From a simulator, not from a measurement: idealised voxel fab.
process module | voxel self aligned vias
cross-section cut | 155 nm wide | cells 5 nm
A cross-section is a grid of square cells, given in bands from the top down. A band is one or more rows of cells.
Each band's line starts with the height of the band's top and of its bottom, in nm. Then come its materials from left to right, each with its width in nm. One material with "throughout" fills the band from edge to edge. "air" is empty space.
Height 0 is the level under which the wafer as received is all one material. The lowest band goes on downwards, as in "0 down".
A width such as "30 to 40" changes by the same amount from each row of cells to the next, from the band's top row to its bottom row.
"no change" after a step means that no cell of the cross-section changed.
closed voids: empty space of 8 cells or more with no open way to the top, each as width x height at its distance from the left edge, in nm
after a step's settings: what the simulator itself notes on the step
overlay nm, on a step with a mask: how far to the right of its planned place the mask lay; to the left if negative
plan
1 op RECEIVE | material Si
2 op CONFORMAL_DEP | material SiO2 | thk nm 10
3 op CONFORMAL_DEP | material SiCN | thk nm 5
4 op DIRECTIONAL_DEP | material lowk | thk nm 30
5 op MASKED_ETCH | tone open | mask id LINES | width nm 30 | pitch nm 65 | etch materials lowk | depth nm 30 | overlay nm 0
6 op CONFORMAL_DEP | material TiN | thk nm 5
7 op FILL_DEP | material Ru | thk nm 10
8 op CMP | height nm 45
9 op SELECTIVE_ETCH | etch materials W Ru TiN | depth nm 5
10 op FILL_DEP | material SiN | thk nm 10
11 op CMP | height nm 45
12 op DIRECTIONAL_DEP | material lowk | thk nm 15
13 op PATTERN | tone open | mask id VIAS | material resist | width nm 50 | thk nm 15 | overlay nm 0
14 op DIRECTIONAL_ETCH | etch materials lowk | depth nm 15
15 op DIRECTIONAL_ETCH | etch materials SiN | depth nm 5
16 op STRIP | etch materials resist
17 op CONFORMAL_DEP | material TiN | thk nm 5
18 op FILL_DEP | material Cu | thk nm 5
19 op CMP | height nm 60
20 op CONFORMAL_DEP | material SiCN | thk nm 5
as received, after step 1
  0 down: Si throughout
  closed voids: none
a wafer at the end: this start, this plan, one mistake
  65 to 60: SiCN throughout
  60 to 50: lowk 20 | TiN 5 | Cu 40 | TiN 5 | lowk 85
  50 to 45: lowk 20 | TiN 25 | Cu 20 | TiN 5 | lowk 85
  45 to 40: lowk 40 | TiN 30 | lowk 35 | SiN 30 | lowk 20
  40 to 20: lowk 40 | TiN 5 | Ru 20 | TiN 5 | lowk 35 | TiN 5 | Ru 20 | TiN 5 | lowk 20
  20 to 15: lowk 40 | TiN 30 | lowk 35 | TiN 30 | lowk 20
  15 to 10: SiCN throughout
  10 to 0: SiO2 throughout
  0 down: Si throughout
  closed voids: none
what went wrong: step 5 ran as: op MASKED_ETCH | tone open | mask id LINES | width nm 30 | pitch nm 65 | etch materials lowk | depth nm 30 | overlay nm 10
